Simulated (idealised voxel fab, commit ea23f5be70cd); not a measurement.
process module | voxel trench capacitor
cross-section cut | 255 nm wide | cells 5 nm
A cross-section is a grid of square cells, given in bands from the top down. A band is one or more rows of cells.
Each band's line starts with the height of the band's top and of its bottom, in nm. Then come its materials from left to right, each with its width in nm. One material with "throughout" fills the band from edge to edge. "air" is empty space.
Height 0 is the level under which the wafer as received is all one material. The lowest band goes on downwards, as in "0 down".
A width such as "30 to 40" changes by the same amount from each row of cells to the next, from the band's top row to its bottom row.
"no change" after a step means that no cell of the cross-section changed.
closed voids: empty space of 8 cells or more with no open way to the top, each as width x height at its distance from the left edge, in nm
after a step's settings: what the simulator itself notes on the step
overlay nm, on a step with a mask: how far to the right of its planned place the mask lay; to the left if negative
plan
1 op RECEIVE | material Si
2 op CONFORMAL_DEP | material SiN | thk nm 10
3 op DIRECTIONAL_DEP | material aC | thk nm 10
4 op PATTERN | tone open | mask id TRENCH | material resist | width nm 30 | pitch nm 55 | thk nm 25 | overlay nm 0
5 op DIRECTIONAL_ETCH | etch materials aC | depth nm 10
6 op STRIP | etch materials resist
7 op DIRECTIONAL_ETCH | etch materials SiN | depth nm 10
8 op DIRECTIONAL_ETCH | etch materials Si | depth nm 40
9 op STRIP | etch materials aC
10 op CONFORMAL_DEP | material Al2O3 | thk nm 5
11 op CONFORMAL_DEP | material TiN | thk nm 5
12 op FILL_DEP | material W | thk nm 5
13 op CMP | height nm 10
as received, after step 1
  0 down: Si throughout
  closed voids: none
first wafer at the end, as planned
  10 to 0: SiN 85 | Al2O3 5 | TiN 5 | W 10 | TiN 5 | Al2O3 5 | SiN 25 | Al2O3 5 | TiN 5 | W 10 | TiN 5 | Al2O3 5 | SiN 85
  0 to -30: Si 85 | Al2O3 5 | TiN 5 | W 10 | TiN 5 | Al2O3 5 | Si 25 | Al2O3 5 | TiN 5 | W 10 | TiN 5 | Al2O3 5 | Si 85
  -30 to -35: Si 85 | Al2O3 5 | TiN 20 | Al2O3 5 | Si 25 | Al2O3 5 | TiN 20 | Al2O3 5 | Si 85
  -35 to -40: Si 85 | Al2O3 30 | Si 25 | Al2O3 30 | Si 85
  -40 down: Si throughout
  closed voids: none
second wafer at the end: like start, like plan, one mistake
  10 to 0: W 75 | TiN 5 | Al2O3 5 | SiN 30 | Al2O3 5 | TiN 5 | W 5 | TiN 5 | Al2O3 5 | SiN 30 | Al2O3 5 | TiN 5 | W 75
  0 to -30: W 75 | TiN 5 | Al2O3 5 | Si 30 | Al2O3 5 | TiN 5 | W 5 | TiN 5 | Al2O3 5 | Si 30 | Al2O3 5 | TiN 5 | W 75
  -30 to -35: TiN 80 | Al2O3 5 | Si 30 | Al2O3 5 | TiN 15 | Al2O3 5 | Si 30 | Al2O3 5 | TiN 80
  -35 to -40: Al2O3 85 | Si 30 | Al2O3 25 | Si 30 | Al2O3 85
  -40 down: Si throughout
  closed voids: none
what went wrong: step 4 ran as: op PATTERN | tone cover | mask id TRENCH | material resist | width nm 30 | pitch nm 55 | thk nm 25 | overlay nm 0
at the end the second wafer has, in cells: 27 more of Al2O3 | 216 fewer of Si | 54 fewer of SiN | 27 more of TiN | 216 more of W
